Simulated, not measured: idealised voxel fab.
process module | voxel wiring stack
cross-section cut | 190 nm wide | cells 5 nm
A cross-section is a grid of square cells, given in bands from the top down. A band is one or more rows of cells.
Each band's line starts with the height of the band's top and of its bottom, in nm. Then come its materials from left to right, each with its width in nm. One material with "throughout" fills the band from edge to edge. "air" is empty space.
Height 0 is the level under which the wafer as received is all one material. The lowest band goes on downwards, as in "0 down".
A width such as "30 to 40" changes by the same amount from each row of cells to the next, from the band's top row to its bottom row.
"no change" after a step means that no cell of the cross-section changed.
closed voids: empty space of 8 cells or more with no open way to the top, each as width x height at its distance from the left edge, in nm
after a step's settings: what the simulator itself notes on the step
overlay nm, on a step with a mask: how far to the right of its planned place the mask lay; to the left if negative
plan
1 op RECEIVE | material Si
2 op CONFORMAL_DEP | material SiO2 | thk nm 15
3 op CONFORMAL_DEP | material SiCN | thk nm 5
4 op DIRECTIONAL_DEP | material lowk | thk nm 15
5 op DIRECTIONAL_DEP | material aC | thk nm 15
6 op PATTERN | tone open | mask id METAL_1 | material resist | width nm 20 | pitch nm 35 | thk nm 35 | overlay nm 0
7 op DIRECTIONAL_ETCH | etch materials aC | depth nm 15
8 op STRIP | etch materials resist
9 op DIRECTIONAL_ETCH | etch materials lowk | depth nm 15
10 op DIRECTIONAL_ETCH | etch materials SiCN | depth nm 5
11 op STRIP | etch materials aC
12 op CONFORMAL_DEP | material TiN | thk nm 5
13 op FILL_DEP | material W | thk nm 5
14 op CMP | height nm 35
15 op CONFORMAL_DEP | material SiCN | thk nm 5
16 op DIRECTIONAL_DEP | material lowk | thk nm 15
17 op PATTERN | tone open | mask id PLUG_1 | material resist | width nm 15 | pitch nm 35 | thk nm 15 | overlay nm 0
18 op DIRECTIONAL_ETCH | etch materials lowk | depth nm 15
19 op DIRECTIONAL_ETCH | etch materials SiCN | depth nm 5
20 op STRIP | etch materials resist
21 op EPI | material Ru | thk nm 10
22 op EPI | material Ru | thk nm 10
23 op DIRECTIONAL_DEP | material TiN | thk nm 5
24 op DIRECTIONAL_DEP | material Ru | thk nm 15
25 op MASKED_ETCH | tone cover | mask id METAL_2 | width nm 20 | pitch nm 35 | etch materials Ru | depth nm 15 | overlay nm 0
26 op MASKED_ETCH | tone cover | mask id METAL_2 | width nm 20 | pitch nm 35 | etch materials TiN | depth nm 5 | overlay nm 0
27 op CONFORMAL_DEP | material SiCN | thk nm 5
28 op FILL_DEP | material lowk | thk nm 5
29 op CMP | height nm 75
30 op CONFORMAL_DEP | material SiCN | thk nm 5
31 op DIRECTIONAL_DEP | material lowk | thk nm 30
32 op PATTERN | tone open | mask id METAL_3_HOLES | material resist | width nm 15 | pitch nm 35 | thk nm 15 | overlay nm 0
33 op DIRECTIONAL_ETCH | etch materials lowk | depth nm 30
34 op STRIP | etch materials resist
35 op DIRECTIONAL_DEP | material aC | thk nm 15
36 op PATTERN | tone open | mask id METAL_3 | material resist | width nm 20 | pitch nm 35 | thk nm 35 | overlay nm 0
37 op DIRECTIONAL_ETCH | etch materials aC | depth nm 15
38 op STRIP | etch materials resist
39 op DIRECTIONAL_ETCH | etch materials lowk | depth nm 15
40 op DIRECTIONAL_ETCH | etch materials SiCN | depth nm 5
41 op STRIP | etch materials aC
42 op CONFORMAL_DEP | material TiN | thk nm 5
43 op FILL_DEP | material Ru | thk nm 10
44 op CMP | height nm 110
45 op CONFORMAL_DEP | material SiCN | thk nm 5
first wafer, as planned
as received, after step 1
  0 down: Si throughout
  closed voids: none
after step 2
  15 to 0: SiO2 throughout
  below 0: unchanged
after step 3
  20 to 15: SiCN throughout
  below 15: unchanged
after step 4
  35 to 20: lowk throughout
  below 20: unchanged
after step 5
  50 to 35: aC throughout
  below 35: unchanged
after step 6
  85 to 50: resist 65 | air 20 | resist 15 | air 20 | resist 70
  below 50: unchanged
after step 7
  70 to 50: resist 65 | air 20 | resist 15 | air 20 | resist 70
  50 to 35: aC 65 | air 20 | aC 15 | air 20 | aC 70
  below 35: unchanged
after step 8
  50 to 35: aC 65 | air 20 | aC 15 | air 20 | aC 70
  below 35: unchanged
after step 9
  50 to 35: aC 65 | air 20 | aC 15 | air 20 | aC 70
  35 to 20: lowk 65 | air 20 | lowk 15 | air 20 | lowk 70
  below 20: unchanged
after step 10
  50 to 35: aC 65 | air 20 | aC 15 | air 20 | aC 70
  35 to 20: lowk 65 | air 20 | lowk 15 | air 20 | lowk 70
  20 to 15: SiCN 65 | air 20 | SiCN 15 | air 20 | SiCN 70
  below 15: unchanged
after step 11
  35 to 20: lowk 65 | air 20 | lowk 15 | air 20 | lowk 70
  below 20: unchanged
after step 12
  40 to 35: TiN 70 | air 10 | TiN 25 | air 10 | TiN 75
  35 to 20: lowk 65 | TiN 5 | air 10 | TiN 5 | lowk 15 | TiN 5 | air 10 | TiN 5 | lowk 70
  20 to 15: SiCN 65 | TiN 20 | SiCN 15 | TiN 20 | SiCN 70
  below 15: unchanged
after step 13
  45 to 40: W throughout
  40 to 35: TiN 70 | W 10 | TiN 25 | W 10 | TiN 75
  35 to 20: lowk 65 | TiN 5 | W 10 | TiN 5 | lowk 15 | TiN 5 | W 10 | TiN 5 | lowk 70
  below 20: unchanged
after step 14
  35 to 20: lowk 65 | TiN 5 | W 10 | TiN 5 | lowk 15 | TiN 5 | W 10 | TiN 5 | lowk 70
  below 20: unchanged
after step 15
  40 to 35: SiCN throughout
  below 35: unchanged
after step 16
  55 to 40: lowk throughout
  below 40: unchanged
after step 17
  70 to 55: resist 65 | air 15 | resist 20 | air 15 | resist 75
  below 55: unchanged
after step 18
  70 to 55: resist 65 | air 15 | resist 20 | air 15 | resist 75
  55 to 40: lowk 65 | air 15 | lowk 20 | air 15 | lowk 75
  below 40: unchanged
after step 19
  70 to 55: resist 65 | air 15 | resist 20 | air 15 | resist 75
  55 to 40: lowk 65 | air 15 | lowk 20 | air 15 | lowk 75
  40 to 35: SiCN 65 | air 15 | SiCN 20 | air 15 | SiCN 75
  below 35: unchanged
after step 20
  55 to 40: lowk 65 | air 15 | lowk 20 | air 15 | lowk 75
  below 40: unchanged
after step 21
  55 to 45: lowk 65 | air 15 | lowk 20 | air 15 | lowk 75
  45 to 40: lowk 65 | Ru 15 | lowk 20 | Ru 15 | lowk 75
  40 to 35: SiCN 65 | Ru 15 | SiCN 20 | Ru 15 | SiCN 75
  below 35: unchanged
after step 22
  55 to 40: lowk 65 | Ru 15 | lowk 20 | Ru 15 | lowk 75
  below 40: unchanged
after step 23
  60 to 55: TiN throughout
  below 55: unchanged
after step 24
  75 to 60: Ru throughout
  below 60: unchanged
after step 25
  75 to 60: air 65 | Ru 20 | air 15 | Ru 20 | air 70
  below 60: unchanged
after step 26
  75 to 60: air 65 | Ru 20 | air 15 | Ru 20 | air 70
  60 to 55: air 65 | TiN 20 | air 15 | TiN 20 | air 70
  below 55: unchanged
after step 27
  80 to 75: air 60 | SiCN 30 | air 5 | SiCN 30 | air 65
  75 to 60: air 60 | SiCN 5 | Ru 20 | SiCN 5 | air 5 | SiCN 5 | Ru 20 | SiCN 5 | air 65
  60 to 55: SiCN 65 | TiN 20 | SiCN 15 | TiN 20 | SiCN 70
  below 55: unchanged
after step 28
  85 to 80: lowk throughout
  80 to 75: lowk 60 | SiCN 30 | lowk 5 | SiCN 30 | lowk 65
  75 to 60: lowk 60 | SiCN 5 | Ru 20 | SiCN 5 | lowk 5 | SiCN 5 | Ru 20 | SiCN 5 | lowk 65
  below 60: unchanged
after step 29
  75 to 60: lowk 60 | SiCN 5 | Ru 20 | SiCN 5 | lowk 5 | SiCN 5 | Ru 20 | SiCN 5 | lowk 65
  below 60: unchanged
after step 30
  80 to 75: SiCN throughout
  below 75: unchanged
after step 31
  110 to 80: lowk throughout
  below 80: unchanged
after step 32
  125 to 110: resist 65 | air 15 | resist 20 | air 15 | resist 75
  below 110: unchanged
after step 33
  125 to 110: resist 65 | air 15 | resist 20 | air 15 | resist 75
  110 to 80: lowk 65 | air 15 | lowk 20 | air 15 | lowk 75
  below 80: unchanged
after step 34
  110 to 80: lowk 65 | air 15 | lowk 20 | air 15 | lowk 75
  below 80: unchanged
after step 35
  125 to 110: aC 65 | air 15 | aC 20 | air 15 | aC 75
  110 to 95: lowk 65 | air 15 | lowk 20 | air 15 | lowk 75
  95 to 80: lowk 65 | aC 15 | lowk 20 | aC 15 | lowk 75
  below 80: unchanged
after step 36
  160 to 125: resist 65 | air 20 | resist 15 | air 20 | resist 70
  below 125: unchanged
after step 37
  145 to 125: resist 65 | air 20 | resist 15 | air 20 | resist 70
  125 to 110: aC 65 | air 20 | aC 15 | air 20 | aC 70
  110 to 80: lowk 65 | air 15 | lowk 20 | air 15 | lowk 75
  below 80: unchanged
after step 38
  125 to 110: aC 65 | air 20 | aC 15 | air 20 | aC 70
  below 110: unchanged
after step 39
  125 to 110: aC 65 | air 20 | aC 15 | air 20 | aC 70
  110 to 95: lowk 65 | air 20 | lowk 15 | air 20 | lowk 70
  below 95: unchanged
after step 40
  125 to 110: aC 65 | air 20 | aC 15 | air 20 | aC 70
  110 to 95: lowk 65 | air 20 | lowk 15 | air 20 | lowk 70
  95 to 80: lowk 65 | air 15 | lowk 20 | air 15 | lowk 75
  80 to 75: SiCN 65 | air 15 | SiCN 20 | air 15 | SiCN 75
  below 75: unchanged
after step 41
  110 to 95: lowk 65 | air 20 | lowk 15 | air 20 | lowk 70
  below 95: unchanged
after step 42
  115 to 110: TiN 70 | air 10 | TiN 25 | air 10 | TiN 75
  110 to 100: lowk 65 | TiN 5 | air 10 | TiN 5 | lowk 15 | TiN 5 | air 10 | TiN 5 | lowk 70
  100 to 95: lowk 65 | TiN 5 | air 5 | TiN 10 | lowk 15 | TiN 5 | air 5 | TiN 10 | lowk 70
  95 to 80: lowk 65 | TiN 5 | air 5 | TiN 5 | lowk 20 | TiN 5 | air 5 | TiN 5 | lowk 75
  80 to 75: SiCN 65 | TiN 15 | SiCN 20 | TiN 15 | SiCN 75
  below 75: unchanged
after step 43
  125 to 115: Ru throughout
  115 to 110: TiN 70 | Ru 10 | TiN 25 | Ru 10 | TiN 75
  110 to 100: lowk 65 | TiN 5 | Ru 10 | TiN 5 | lowk 15 | TiN 5 | Ru 10 | TiN 5 | lowk 70
  100 to 95: lowk 65 | TiN 5 | Ru 5 | TiN 10 | lowk 15 | TiN 5 | Ru 5 | TiN 10 | lowk 70
  95 to 80: lowk 65 | TiN 5 | Ru 5 | TiN 5 | lowk 20 | TiN 5 | Ru 5 | TiN 5 | lowk 75
  below 80: unchanged
after step 44
  110 to 100: lowk 65 | TiN 5 | Ru 10 | TiN 5 | lowk 15 | TiN 5 | Ru 10 | TiN 5 | lowk 70
  below 100: unchanged
after step 45
  115 to 110: SiCN throughout
  below 110: unchanged
second wafer: like start, like plan, one mistake. Through step 2 it matches the first wafer
when step 3 should have ended
  20 to 15: W throughout
  below 15: unchanged
when step 4 should have ended
  35 to 20: lowk throughout
  below 20: unchanged
when step 5 should have ended
  50 to 35: aC throughout
  below 35: unchanged
when step 6 should have ended
  85 to 50: resist 65 | air 20 | resist 15 | air 20 | resist 70
  below 50: unchanged
when step 7 should have ended
  70 to 50: resist 65 | air 20 | resist 15 | air 20 | resist 70
  50 to 35: aC 65 | air 20 | aC 15 | air 20 | aC 70
  below 35: unchanged
when step 8 should have ended
  50 to 35: aC 65 | air 20 | aC 15 | air 20 | aC 70
  below 35: unchanged
when step 9 should have ended
  50 to 35: aC 65 | air 20 | aC 15 | air 20 | aC 70
  35 to 20: lowk 65 | air 20 | lowk 15 | air 20 | lowk 70
  below 20: unchanged
when step 10 should have ended: no change
when step 11 should have ended
  35 to 20: lowk 65 | air 20 | lowk 15 | air 20 | lowk 70
  below 20: unchanged
when step 12 should have ended
  40 to 35: TiN 70 | air 10 | TiN 25 | air 10 | TiN 75
  35 to 25: lowk 65 | TiN 5 | air 10 | TiN 5 | lowk 15 | TiN 5 | air 10 | TiN 5 | lowk 70
  25 to 20: lowk 65 | TiN 20 | lowk 15 | TiN 20 | lowk 70
  below 20: unchanged
when step 13 should have ended
  45 to 40: W throughout
  40 to 35: TiN 70 | W 10 | TiN 25 | W 10 | TiN 75
  35 to 25: lowk 65 | TiN 5 | W 10 | TiN 5 | lowk 15 | TiN 5 | W 10 | TiN 5 | lowk 70
  below 25: unchanged
when step 14 should have ended
  35 to 25: lowk 65 | TiN 5 | W 10 | TiN 5 | lowk 15 | TiN 5 | W 10 | TiN 5 | lowk 70
  below 25: unchanged
when step 15 should have ended
  40 to 35: SiCN throughout
  below 35: unchanged
when step 16 should have ended
  55 to 40: lowk throughout
  below 40: unchanged
when step 17 should have ended
  70 to 55: resist 65 | air 15 | resist 20 | air 15 | resist 75
  below 55: unchanged
when step 18 should have ended
  70 to 55: resist 65 | air 15 | resist 20 | air 15 | resist 75
  55 to 40: lowk 65 | air 15 | lowk 20 | air 15 | lowk 75
  below 40: unchanged
when step 19 should have ended
  70 to 55: resist 65 | air 15 | resist 20 | air 15 | resist 75
  55 to 40: lowk 65 | air 15 | lowk 20 | air 15 | lowk 75
  40 to 35: SiCN 65 | air 15 | SiCN 20 | air 15 | SiCN 75
  below 35: unchanged
when step 20 should have ended
  55 to 40: lowk 65 | air 15 | lowk 20 | air 15 | lowk 75
  below 40: unchanged
when step 21 should have ended
  55 to 45: lowk 65 | air 15 | lowk 20 | air 15 | lowk 75
  45 to 40: lowk 65 | Ru 15 | lowk 20 | Ru 15 | lowk 75
  40 to 35: SiCN 65 | Ru 15 | SiCN 20 | Ru 15 | SiCN 75
  below 35: unchanged
when step 22 should have ended
  55 to 40: lowk 65 | Ru 15 | lowk 20 | Ru 15 | lowk 75
  below 40: unchanged
when step 23 should have ended
  60 to 55: TiN throughout
  below 55: unchanged
when step 24 should have ended
  75 to 60: Ru throughout
  below 60: unchanged
when step 25 should have ended
  75 to 60: air 65 | Ru 20 | air 15 | Ru 20 | air 70
  below 60: unchanged
when step 26 should have ended
  75 to 60: air 65 | Ru 20 | air 15 | Ru 20 | air 70
  60 to 55: air 65 | TiN 20 | air 15 | TiN 20 | air 70
  below 55: unchanged
when step 27 should have ended
  80 to 75: air 60 | SiCN 30 | air 5 | SiCN 30 | air 65
  75 to 60: air 60 | SiCN 5 | Ru 20 | SiCN 5 | air 5 | SiCN 5 | Ru 20 | SiCN 5 | air 65
  60 to 55: SiCN 65 | TiN 20 | SiCN 15 | TiN 20 | SiCN 70
  below 55: unchanged
when step 28 should have ended
  85 to 80: lowk throughout
  80 to 75: lowk 60 | SiCN 30 | lowk 5 | SiCN 30 | lowk 65
  75 to 60: lowk 60 | SiCN 5 | Ru 20 | SiCN 5 | lowk 5 | SiCN 5 | Ru 20 | SiCN 5 | lowk 65
  below 60: unchanged
when step 29 should have ended
  75 to 60: lowk 60 | SiCN 5 | Ru 20 | SiCN 5 | lowk 5 | SiCN 5 | Ru 20 | SiCN 5 | lowk 65
  below 60: unchanged
when step 30 should have ended
  80 to 75: SiCN throughout
  below 75: unchanged
when step 31 should have ended
  110 to 80: lowk throughout
  below 80: unchanged
when step 32 should have ended
  125 to 110: resist 65 | air 15 | resist 20 | air 15 | resist 75
  below 110: unchanged
when step 33 should have ended
  125 to 110: resist 65 | air 15 | resist 20 | air 15 | resist 75
  110 to 80: lowk 65 | air 15 | lowk 20 | air 15 | lowk 75
  below 80: unchanged
when step 34 should have ended
  110 to 80: lowk 65 | air 15 | lowk 20 | air 15 | lowk 75
  below 80: unchanged
when step 35 should have ended
  125 to 110: aC 65 | air 15 | aC 20 | air 15 | aC 75
  110 to 95: lowk 65 | air 15 | lowk 20 | air 15 | lowk 75
  95 to 80: lowk 65 | aC 15 | lowk 20 | aC 15 | lowk 75
  below 80: unchanged
when step 36 should have ended
  160 to 125: resist 65 | air 20 | resist 15 | air 20 | resist 70
  below 125: unchanged
when step 37 should have ended
  145 to 125: resist 65 | air 20 | resist 15 | air 20 | resist 70
  125 to 110: aC 65 | air 20 | aC 15 | air 20 | aC 70
  110 to 80: lowk 65 | air 15 | lowk 20 | air 15 | lowk 75
  below 80: unchanged
when step 38 should have ended
  125 to 110: aC 65 | air 20 | aC 15 | air 20 | aC 70
  below 110: unchanged
when step 39 should have ended
  125 to 110: aC 65 | air 20 | aC 15 | air 20 | aC 70
  110 to 95: lowk 65 | air 20 | lowk 15 | air 20 | lowk 70
  below 95: unchanged
when step 40 should have ended
  125 to 110: aC 65 | air 20 | aC 15 | air 20 | aC 70
  110 to 95: lowk 65 | air 20 | lowk 15 | air 20 | lowk 70
  95 to 80: lowk 65 | air 15 | lowk 20 | air 15 | lowk 75
  80 to 75: SiCN 65 | air 15 | SiCN 20 | air 15 | SiCN 75
  below 75: unchanged
when step 41 should have ended
  110 to 95: lowk 65 | air 20 | lowk 15 | air 20 | lowk 70
  below 95: unchanged
when step 42 should have ended
  115 to 110: TiN 70 | air 10 | TiN 25 | air 10 | TiN 75
  110 to 100: lowk 65 | TiN 5 | air 10 | TiN 5 | lowk 15 | TiN 5 | air 10 | TiN 5 | lowk 70
  100 to 95: lowk 65 | TiN 5 | air 5 | TiN 10 | lowk 15 | TiN 5 | air 5 | TiN 10 | lowk 70
  95 to 80: lowk 65 | TiN 5 | air 5 | TiN 5 | lowk 20 | TiN 5 | air 5 | TiN 5 | lowk 75
  80 to 75: SiCN 65 | TiN 15 | SiCN 20 | TiN 15 | SiCN 75
  below 75: unchanged
when step 43 should have ended
  125 to 115: Ru throughout
  115 to 110: TiN 70 | Ru 10 | TiN 25 | Ru 10 | TiN 75
  110 to 100: lowk 65 | TiN 5 | Ru 10 | TiN 5 | lowk 15 | TiN 5 | Ru 10 | TiN 5 | lowk 70
  100 to 95: lowk 65 | TiN 5 | Ru 5 | TiN 10 | lowk 15 | TiN 5 | Ru 5 | TiN 10 | lowk 70
  95 to 80: lowk 65 | TiN 5 | Ru 5 | TiN 5 | lowk 20 | TiN 5 | Ru 5 | TiN 5 | lowk 75
  below 80: unchanged
when step 44 should have ended
  110 to 100: lowk 65 | TiN 5 | Ru 10 | TiN 5 | lowk 15 | TiN 5 | Ru 10 | TiN 5 | lowk 70
  below 100: unchanged
when step 45 should have ended
  115 to 110: SiCN throughout
  below 110: unchanged
what went wrong: step 3 ran as: op CONFORMAL_DEP | material W | thk nm 5
at the end the second wafer has, in cells: 30 fewer of SiCN | 4 fewer of TiN | 34 more of W
